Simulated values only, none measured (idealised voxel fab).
Process module under the name voxel wiring stack
We display cut, a cross-section 260 nm in width whose square cells are each 5 nm.
For the purposes of this document, a cross-section shall be understood as a grid of square cells, specified as bands listed in top-to-bottom order, each band consisting of one or more rows of cells. Band: top height; bottom height; in nm. Then, left to right: material with width in nm, for each material. "throughout": a single material spanning edge to edge. "empty": empty space. The reference from which all heights are counted is 0, the level beneath which the as-received wafer is entirely one material; the lowest band, having no lower bound, proceeds downward and is written after the example "0..down". Width spec "30 to 40" -> top row of cells at first value, bottom row at second value, equal per-row change in between. Step marked "nothing different"? Then no cell in the cross-section changed in it. What "Enclosed void inventory" gives you is every empty space of 8 cells or more that is cut off from the top. Each appears as width x height at distance, with the distance taken from the left edge and width, height and distance all in nm. Formally, on a step line, whatever follows the settings is a remark that the simulator itself makes on the step. The setting "overlay nm" may be written on the line of a step. When the step uses a mask, the value reports how far to the right of the planned place the mask lay, and a negative value reports that it lay to the left. If you're wondering how to read the rest of this, here's the deal. It's pairs of cross-sections: one from before a process step, one from after it. The after one is only drawn as far down as the lowest band that changed. Right under each pair you'll see which step sits between them and what its settings were. Don't read the pairs as one continuous story, though. They can come from different runs of this module on the same starting wafer, and a pair only carries on from the one above it where its entry headed "Before step" says so.

Before step:
> 125..110: empty=50 / resist=20 / empty=25 / resist=20 / empty=25 / resist=20 / empty=25 / resist=20 / empty=55
> 110..95: empty=50 / W=20 / empty=25 / W=20 / empty=25 / W=20 / empty=25 / W=20 / empty=55
> 95..90: TiN throughout
> 90..85: lowk=50 / TiN=5 / Ru=5 / TiN=5 / lowk=30 / TiN=5 / Ru=5 / TiN=5 / lowk=30 / TiN=5 / Ru=5 / TiN=5 / lowk=30 / TiN=5 / Ru=5 / TiN=5 / lowk=60
> 85..80: lowk=50 / TiN=15 / lowk=30 / TiN=15 / lowk=30 / TiN=15 / lowk=30 / TiN=15 / lowk=60
> 80..75: lowk throughout
> 75..60: lowk=50 / TiN=5 / Ru=10 / TiN=5 / lowk=25 / TiN=5 / Ru=10 / TiN=5 / lowk=25 / TiN=5 / Ru=10 / TiN=5 / lowk=25 / TiN=5 / Ru=10 / TiN=5 / lowk=55
> 60..55: lowk=50 / TiN=5 / Ru=5 / TiN=10 / lowk=25 / TiN=20 / lowk=25 / TiN=5 / Ru=5 / TiN=10 / lowk=25 / TiN=20 / lowk=55
> 55..45: lowk=50 / TiN=5 / Ru=5 / TiN=5 / lowk=75 / TiN=5 / Ru=5 / TiN=5 / lowk=105
> 45..40: SiCN=50 / TiN=15 / SiCN=75 / TiN=15 / SiCN=105
> 40..20: SiO2=50 / W=20 / SiO2=25 / W=20 / SiO2=25 / W=20 / SiO2=25 / W=20 / SiO2=55
> 20..15: SiO2=50 / TiN=20 / SiO2=25 / TiN=20 / SiO2=25 / TiN=20 / SiO2=25 / TiN=20 / SiO2=55
> 15..0: SiO2 throughout
> 0..down: Si throughout
> Enclosed void inventory: none

Step Result:
> 125..110: empty=50 / resist=20 / empty=25 / resist=20 / empty=25 / resist=20 / empty=25 / resist=20 / empty=55
> 110..95: empty=50 / W=20 / empty=25 / W=20 / empty=25 / W=20 / empty=25 / W=20 / empty=55
> 95..90: empty=50 / TiN=20 / empty=25 / TiN=20 / empty=25 / TiN=20 / empty=25 / TiN=20 / empty=55
> Below a height of 90, the structure has not been altered.
> Enclosed void inventory: none
What was done to get from the before section above to the after section? DIRECTIONAL_ETCH | etch materials TiN | depth nm 5

Before step: starting point is the after cross-section of the pair just above.

Step Result:
> 110..95: empty=50 / W=20 / empty=25 / W=20 / empty=25 / W=20 / empty=25 / W=20 / empty=55
> Below a height of 95, the structure has not been altered.
> Enclosed void inventory: none
What was done to get from the before section above to the after section? STRIP | etch materials resist

Before step: starting point is the after cross-section of the pair just above.

Step Result:
> 115..110: lowk throughout
> 110..95: lowk=50 / W=20 / lowk=25 / W=20 / lowk=25 / W=20 / lowk=25 / W=20 / lowk=55
> 95..90: lowk=50 / TiN=20 / lowk=25 / TiN=20 / lowk=25 / TiN=20 / lowk=25 / TiN=20 / lowk=55
> Below a height of 90, the structure has not been altered.
> Enclosed void inventory: none
What was done to get from the before section above to the after section? FILL_DEP | material lowk | thk nm 5

Before step: starting point is the after cross-section of the pair just above.

Step Result:
> 110..95: lowk=50 / W=20 / lowk=25 / W=20 / lowk=25 / W=20 / lowk=25 / W=20 / lowk=55
> Below a height of 95, the structure has not been altered.
> Enclosed void inventory: none
What was done to get from the before section above to the after section? CMP | height nm 110

Before step: starting point is the after cross-section of the pair just above.

Step Result:
> 115..110: SiN throughout
> Below a height of 110, the structure has not been altered.
> Enclosed void inventory: none
What was done to get from the before section above to the after section? CONFORMAL_DEP | material SiN | thk nm 5

Before step:
> 110..95: W throughout
> 95..90: TiN throughout
> 90..80: lowk=50 / TiN=5 / Ru=5 / TiN=5 / lowk=30 / TiN=5 / Ru=5 / TiN=5 / lowk=30 / TiN=5 / Ru=5 / TiN=5 / lowk=30 / TiN=5 / Ru=5 / TiN=5 / lowk=60
> 80..75: SiCN=50 / TiN=15 / SiCN=30 / TiN=15 / SiCN=30 / TiN=15 / SiCN=30 / TiN=15 / SiCN=60
> 75..60: lowk=50 / TiN=5 / Ru=10 / TiN=5 / lowk=25 / TiN=5 / Ru=10 / TiN=5 / lowk=25 / TiN=5 / Ru=10 / TiN=5 / lowk=25 / TiN=5 / Ru=10 / TiN=5 / lowk=55
> 60..55: lowk=50 / TiN=5 / Ru=5 / TiN=10 / lowk=25 / TiN=20 / lowk=25 / TiN=5 / Ru=5 / TiN=10 / lowk=25 / TiN=20 / lowk=55
> 55..45: lowk=50 / TiN=5 / Ru=5 / TiN=5 / lowk=75 / TiN=5 / Ru=5 / TiN=5 / lowk=105
> 45..40: SiCN=50 / TiN=15 / SiCN=75 / TiN=15 / SiCN=105
> 40..20: SiO2=50 / W=20 / SiO2=25 / W=20 / SiO2=25 / W=20 / SiO2=25 / W=20 / SiO2=55
> 20..15: SiO2=50 / TiN=20 / SiO2=25 / TiN=20 / SiO2=25 / TiN=20 / SiO2=25 / TiN=20 / SiO2=55
> 15..0: SiO2 throughout
> 0..down: Si throughout
> Enclosed void inventory: none

Step Result:
> 125..110: resist=50 / empty=20 / resist=25 / empty=20 / resist=25 / empty=20 / resist=25 / empty=20 / resist=55
> Below a height of 110, the structure has not been altered.
> Enclosed void inventory: none
What was done to get from the before section above to the after section? PATTERN | tone open | mask id METAL_3 | material resist | width nm 20 | pitch nm 45 | thk nm 15 | overlay nm 0

Before step: starting point is the after cross-section of the pair just above.

Step Result:
> 125..110: resist=50 / empty=20 / resist=25 / empty=20 / resist=25 / empty=20 / resist=25 / empty=20 / resist=55
> 110..95: W=50 / empty=20 / W=25 / empty=20 / W=25 / empty=20 / W=25 / empty=20 / W=55
> Below a height of 95, the structure has not been altered.
> Enclosed void inventory: none
What was done to get from the before section above to the after section? DIRECTIONAL_ETCH | etch materials W | depth nm 15

Before step: starting point is the after cross-section of the pair just above.

Step Result:
> 125..110: resist=50 / empty=20 / resist=25 / empty=20 / resist=25 / empty=20 / resist=25 / empty=20 / resist=55
> 110..95: W=50 / empty=20 / W=25 / empty=20 / W=25 / empty=20 / W=25 / empty=20 / W=55
> 95..90: TiN=50 / empty=20 / TiN=25 / empty=20 / TiN=25 / empty=20 / TiN=25 / empty=20 / TiN=55
> Below a height of 90, the structure has not been altered.
> Enclosed void inventory: none
What was done to get from the before section above to the after section? DIRECTIONAL_ETCH | etch materials TiN | depth nm 5

Before step: starting point is the after cross-section of the pair just above.

Step Result:
> 110..95: W=50 / empty=20 / W=25 / empty=20 / W=25 / empty=20 / W=25 / empty=20 / W=55
> Below a height of 95, the structure has not been altered.
> Enclosed void inventory: none
What was done to get from the before section above to the after section? STRIP | etch materials resist

Before step: starting point is the after cross-section of the pair just above.

Step Result:
> 115..110: lowk throughout
> 110..95: W=50 / lowk=20 / W=25 / lowk=20 / W=25 / lowk=20 / W=25 / lowk=20 / W=55
> 95..90: TiN=50 / lowk=20 / TiN=25 / lowk=20 / TiN=25 / lowk=20 / TiN=25 / lowk=20 / TiN=55
> Below a height of 90, the structure has not been altered.
> Enclosed void inventory: none
What was done to get from the before section above to the after section? FILL_DEP | material lowk | thk nm 5

Before step: starting point is the after cross-section of the pair just above.

Step Result:
> 110..95: W=50 / lowk=20 / W=25 / lowk=20 / W=25 / lowk=20 / W=25 / lowk=20 / W=55
> Below a height of 95, the structure has not been altered.
> Enclosed void inventory: none
What was done to get from the before section above to the after section? CMP | height nm 110

Before step: starting point is the after cross-section of the pair just above.

Step Result:
> 115..110: SiN throughout
> Below a height of 110, the structure has not been altered.
> Enclosed void inventory: none
What was done to get from the before section above to the after section? CONFORMAL_DEP | material SiN | thk nm 5
